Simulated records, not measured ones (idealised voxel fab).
process module | voxel released beams
cross-section cut | 180 nm wide | cells 5 nm
A cross-section is a grid of square cells, given in bands from the top down. A band is one or more rows of cells.
Each band's line starts with the height of the band's top and of its bottom, in nm. Then come its materials from left to right, each with its width in nm. One material with "throughout" fills the band from edge to edge. "air" is empty space.
Height 0 is the level under which the wafer as received is all one material. The lowest band goes on downwards, as in "0 down".
A width such as "30 to 40" changes by the same amount from each row of cells to the next, from the band's top row to its bottom row.
"no change" after a step means that no cell of the cross-section changed.
closed voids: empty space of 8 cells or more with no open way to the top, each as width x height at its distance from the left edge, in nm
after a step's settings: what the simulator itself notes on the step
overlay nm, on a step with a mask: how far to the right of its planned place the mask lay; to the left if negative
plan
1 op RECEIVE | material Si
2 op CONFORMAL_DEP | material SiN | thk nm 10
3 op DIRECTIONAL_DEP | material SiO2 | thk nm 20
4 op PATTERN | tone open | mask id ANCHOR | material resist | width nm 35 | thk nm 15 | overlay nm 0
5 op DIRECTIONAL_ETCH | etch materials SiO2 | depth nm 20
6 op STRIP | etch materials resist
7 op CONFORMAL_DEP | material TiN | thk nm 15
8 op DIRECTIONAL_DEP | material aC | thk nm 15
9 op PATTERN | tone cover | mask id BEAM | material resist | width nm 90 | thk nm 30 | overlay nm 0
10 op DIRECTIONAL_ETCH | etch materials aC | depth nm 15
11 op STRIP | etch materials resist
12 op DIRECTIONAL_ETCH | etch materials TiN | depth nm 15
13 op STRIP | etch materials aC
14 op STRIP | etch materials SiO2
varied across the wafers: width nm of step 9. The plan shows the first wafer's value. All wafers start alike
first wafer as received, after step 1
  0 down: Si throughout
  closed voids: none
first wafer at the end, after step 14
  45 to 30: air 40 | TiN 15 | air 5 | TiN 70 | air 50
  30 to 25: air 40 | TiN 15 | air 5 | TiN 15 | air 105
  25 to 10: air 40 | TiN 35 | air 105
  10 to 0: SiN throughout
  0 down: Si throughout
  closed voids: none
last wafer at the end
  45 to 30: air 30 | TiN 25 | air 5 | TiN 85 | air 35
  30 to 25: air 40 | TiN 15 | air 5 | TiN 15 | air 105
  25 to 10: air 40 | TiN 35 | air 105
  10 to 0: SiN throughout
  0 down: Si throughout
  closed voids: none
each wafer at the end: cells of each material gained (+) or lost (-) since it was received, then its closed voids
width nm 90 | +72 SiN | +78 TiN | closed voids: none
width nm 95 | +72 SiN | +81 TiN | closed voids: none
width nm 100 | +72 SiN | +84 TiN | closed voids: none
width nm 105 | +72 SiN | +87 TiN | closed voids: none
width nm 110 | +72 SiN | +90 TiN | closed voids: none
width nm 115 | +72 SiN | +93 TiN | closed voids: none
